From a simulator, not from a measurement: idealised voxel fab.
process module | voxel transistor to metal
The cross-section on display is named cut; it measures 175 nm wide, and its cells are 5 nm squares.
For the purposes of this document, a cross-section shall be understood as a grid of square cells, specified as bands listed in top-to-bottom order, each band consisting of one or more rows of cells.
For a band, the entry starts with two heights in nm, that of the top and then that of the bottom, and carries on with the band's materials in order from left to right, each alongside its width in nm; the word "all across" beside a single material means it fills the band edge to edge, and "air" means empty space.
All heights in this document are referenced to 0, defined as the level beneath which the wafer, as received, consists entirely of one material. The lowest band is not bounded below; it extends indefinitely downward and is written in the form "top 0, no bottom".
You'd read "30->40" like this: the band's top row of cells is as wide as the first number, its bottom row is as wide as the second, and going down, every row changes width by the same amount as the row before did.
Step note "changes: none" = no cross-section cell changed.
"Catalogued sealed voids" lists enclosed empty spaces (at least 8 cells, no open path upward to the top), each as width x height at distance from the left edge, in nm.
On each step's line, the part that comes after the settings is the simulator's own comment on the step.
overlay nm: right-of-plan distance of the mask on a masked step; negative values mean left-of-plan.
-- This section lists the process steps that were planned
1. RECEIVE,material Si
2. CONFORMAL_DEP,material SiO2,thk nm 5
3. CONFORMAL_DEP,material SiN,thk nm 15
4. PATTERN,tone cover,mask id ACTIVE,material resist,width nm 105,thk nm 20,overlay nm 0
5. DIRECTIONAL_ETCH,etch materials SiN,depth nm 15
6. DIRECTIONAL_ETCH,etch materials SiO2,depth nm 5
7. DIRECTIONAL_ETCH,etch materials Si,depth nm 25
8. STRIP,etch materials resist
9. FILL_DEP,material SiO2,thk nm 15
10. CMP,height nm 20
11. SELECTIVE_ETCH,etch materials SiO2,depth nm 5
12. STRIP,etch materials SiN
13. SELECTIVE_ETCH,etch materials SiO2,depth nm 5
14. OXIDIZE,depth nm 5
15. DIRECTIONAL_DEP,material polySi,thk nm 20
16. DIRECTIONAL_DEP,material SiCN,thk nm 10
17. DIRECTIONAL_DEP,material aC,thk nm 15
18. PATTERN,tone cover,mask id GATE,material resist,width nm 25,thk nm 30,overlay nm 0
19. DIRECTIONAL_ETCH,etch materials aC,depth nm 15
20. STRIP,etch materials resist
21. DIRECTIONAL_ETCH,etch materials SiCN,depth nm 20
22. DIRECTIONAL_ETCH,etch materials polySi,depth nm 30
23. STRIP,etch materials aC
24. CONFORMAL_DEP,material SiN,thk nm 5
25. DIRECTIONAL_ETCH,etch materials SiN,depth nm 5
26. DIRECTIONAL_ETCH,etch materials SiO2,depth nm 5
27. EPI,material SiGe,thk nm 5
28. FILL_DEP,material SiO2,thk nm 5
29. CMP,height nm 20
30. STRIP,etch materials polySi
31. SELECTIVE_ETCH,etch materials SiO2,depth nm 5
32. CONFORMAL_DEP,material HfO2,thk nm 5
33. CONFORMAL_DEP,material TiN,thk nm 5
34. FILL_DEP,material W,thk nm 5
35. CMP,height nm 15
36. DIRECTIONAL_DEP,material SiO2,thk nm 10
37. DIRECTIONAL_DEP,material aC,thk nm 15
38. PATTERN,tone open,mask id CONTACT,material resist,width nm 20,pitch nm 75,thk nm 30,overlay nm 0
39. DIRECTIONAL_ETCH,etch materials aC,depth nm 15
40. STRIP,etch materials resist
41. DIRECTIONAL_ETCH,etch materials SiO2,depth nm 25
42. STRIP,etch materials aC
43. CONFORMAL_DEP,material TiN,thk nm 5
44. FILL_DEP,material W,thk nm 5
45. CMP,height nm 25
46. CONFORMAL_DEP,material SiCN,thk nm 5
47. DIRECTIONAL_DEP,material lowk,thk nm 15
48. PATTERN,tone open,mask id METAL_1,material resist,width nm 20,pitch nm 75,thk nm 15,overlay nm 0
49. DIRECTIONAL_ETCH,etch materials lowk,depth nm 15
50. DIRECTIONAL_ETCH,etch materials SiCN,depth nm 5
51. STRIP,etch materials resist
52. CONFORMAL_DEP,material TiN,thk nm 5
53. FILL_DEP,material Ru,thk nm 10
54. CMP,height nm 45
55. CONFORMAL_DEP,material SiCN,thk nm 5
56. DIRECTIONAL_DEP,material lowk,thk nm 25
57. DIRECTIONAL_DEP,material aC,thk nm 10
58. PATTERN,tone open,mask id METAL_2,material resist,width nm 20,pitch nm 75,thk nm 25,overlay nm 0
59. DIRECTIONAL_ETCH,etch materials aC,depth nm 10
60. STRIP,etch materials resist
61. DIRECTIONAL_ETCH,etch materials lowk,depth nm 15
62. STRIP,etch materials aC
63. PATTERN,tone open,mask id METAL_2_HOLES,material resist,width nm 15,pitch nm 75,thk nm 20,overlay nm 0
64. DIRECTIONAL_ETCH,etch materials lowk,depth nm 10
65. DIRECTIONAL_ETCH,etch materials SiCN,depth nm 5
66. STRIP,etch materials resist
67. CONFORMAL_DEP,material TiN,thk nm 5
68. FILL_DEP,material Ru,thk nm 5
69. CMP,height nm 75
70. CONFORMAL_DEP,material SiCN,thk nm 5
-- Cross-section of the wafer as it came to us, i.e., already through step 1
- top 0, no bottom: Si all across
- Catalogued sealed voids: none
-- Cross-section: first of two wafers, module finished, run according to plan
- top 80, bottom 75: SiCN all across
- top 75, bottom 65: 40 nm lowk  5 nm TiN  10 nm Ru  5 nm TiN  55 nm lowk  5 nm TiN  10 nm Ru  5 nm TiN  40 nm lowk
- top 65, bottom 60: 40 nm lowk  5 nm TiN  5 nm Ru  10 nm TiN  55 nm lowk  5 nm TiN  5 nm Ru  10 nm TiN  40 nm lowk
- top 60, bottom 50: 40 nm lowk  5 nm TiN  5 nm Ru  5 nm TiN  60 nm lowk  5 nm TiN  5 nm Ru  5 nm TiN  45 nm lowk
- top 50, bottom 45: 40 nm SiCN  15 nm TiN  60 nm SiCN  15 nm TiN  45 nm SiCN
- top 45, bottom 30: 40 nm lowk  5 nm TiN  10 nm Ru  5 nm TiN  55 nm lowk  5 nm TiN  10 nm Ru  5 nm TiN  40 nm lowk
- top 30, bottom 25: 40 nm SiCN  20 nm TiN  55 nm SiCN  20 nm TiN  40 nm SiCN
- top 25, bottom 15: 40 nm SiO2  5 nm TiN  10 nm W  5 nm TiN  55 nm SiO2  5 nm TiN  10 nm W  5 nm TiN  40 nm SiO2
- top 15, bottom 10: 40 nm SiO2  5 nm TiN  10 nm W  5 nm TiN  10 nm SiO2  5 nm SiN  5 nm HfO2  5 nm TiN  5 nm W  5 nm TiN  5 nm HfO2  5 nm SiN  10 nm SiO2  5 nm TiN  10 nm W  5 nm TiN  40 nm SiO2
- top 10, bottom 5: 30 nm SiO2  5 nm SiN  5 nm SiO2  5 nm TiN  10 nm W  5 nm TiN  10 nm SiO2  5 nm SiN  5 nm HfO2  5 nm TiN  5 nm W  5 nm TiN  5 nm HfO2  5 nm SiN  10 nm SiO2  5 nm TiN  10 nm W  5 nm TiN  5 nm SiO2  5 nm SiN  30 nm SiO2
- top 5, bottom 0: 30 nm SiO2  5 nm SiN  5 nm SiO2  20 nm TiN  10 nm SiO2  5 nm SiN  5 nm HfO2  15 nm TiN  5 nm HfO2  5 nm SiN  10 nm SiO2  20 nm TiN  5 nm SiO2  5 nm SiN  30 nm SiO2
- top 0, bottom -5: 35 nm SiO2  35 nm SiGe  35 nm HfO2  35 nm SiGe  35 nm SiO2
- top -5, bottom -25: 35 nm SiO2  105 nm Si  35 nm SiO2
- top -25, no bottom: Si all across
- Catalogued sealed voids: none
-- Same start, same plan as the first wafer - but one mistake in the run. Cross-section of the second of the two at the end of the module
- top 80, bottom 75: SiCN all across
- top 75, bottom 65: 35 nm lowk  5->10 nm TiN  15->10 nm Ru  5 nm TiN  50 nm lowk  5->10 nm TiN  15->10 nm Ru  5 nm TiN  40 nm lowk
- top 65, bottom 50: 40 nm lowk  5 nm TiN  10 nm Ru  5 nm TiN  55 nm lowk  5 nm TiN  10 nm Ru  5 nm TiN  40 nm lowk
- top 50, bottom 45: 40 nm SiCN  20 nm TiN  55 nm SiCN  20 nm TiN  40 nm SiCN
- top 45, bottom 30: 40 nm lowk  5 nm TiN  10 nm Ru  5 nm TiN  55 nm lowk  5 nm TiN  10 nm Ru  5 nm TiN  40 nm lowk
- top 30, bottom 25: 40 nm SiCN  20 nm TiN  55 nm SiCN  20 nm TiN  40 nm SiCN
- top 25, bottom 15: 40 nm SiO2  5 nm TiN  10 nm W  5 nm TiN  55 nm SiO2  5 nm TiN  10 nm W  5 nm TiN  40 nm SiO2
- top 15, bottom 10: 40 nm SiO2  5 nm TiN  10 nm W  5 nm TiN  10 nm SiO2  5 nm SiN  5 nm HfO2  5 nm TiN  5 nm W  5 nm TiN  5 nm HfO2  5 nm SiN  10 nm SiO2  5 nm TiN  10 nm W  5 nm TiN  40 nm SiO2
- top 10, bottom 5: 30 nm SiO2  5 nm SiN  5 nm SiO2  5 nm TiN  10 nm W  5 nm TiN  10 nm SiO2  5 nm SiN  5 nm HfO2  5 nm TiN  5 nm W  5 nm TiN  5 nm HfO2  5 nm SiN  10 nm SiO2  5 nm TiN  10 nm W  5 nm TiN  5 nm SiO2  5 nm SiN  30 nm SiO2
- top 5, bottom 0: 30 nm SiO2  5 nm SiN  5 nm SiO2  20 nm TiN  10 nm SiO2  5 nm SiN  5 nm HfO2  15 nm TiN  5 nm HfO2  5 nm SiN  10 nm SiO2  20 nm TiN  5 nm SiO2  5 nm SiN  30 nm SiO2
- top 0, bottom -5: 35 nm SiO2  35 nm SiGe  35 nm HfO2  35 nm SiGe  35 nm SiO2
- top -5, bottom -25: 35 nm SiO2  105 nm Si  35 nm SiO2
- top -25, no bottom: Si all across
- Catalogued sealed voids: none
Nonconformance to the process plan: in deviation from the planned setting, step 63 was conducted as PATTERN,tone open,mask id METAL_2_HOLES,material resist,width nm 25,pitch nm 75,thk nm 20,overlay nm 0
Final cells, second wafer relative to first, materials higher or lower: 8 more of Ru, 2 fewer of SiCN, 2 more of TiN, 8 fewer of lowk
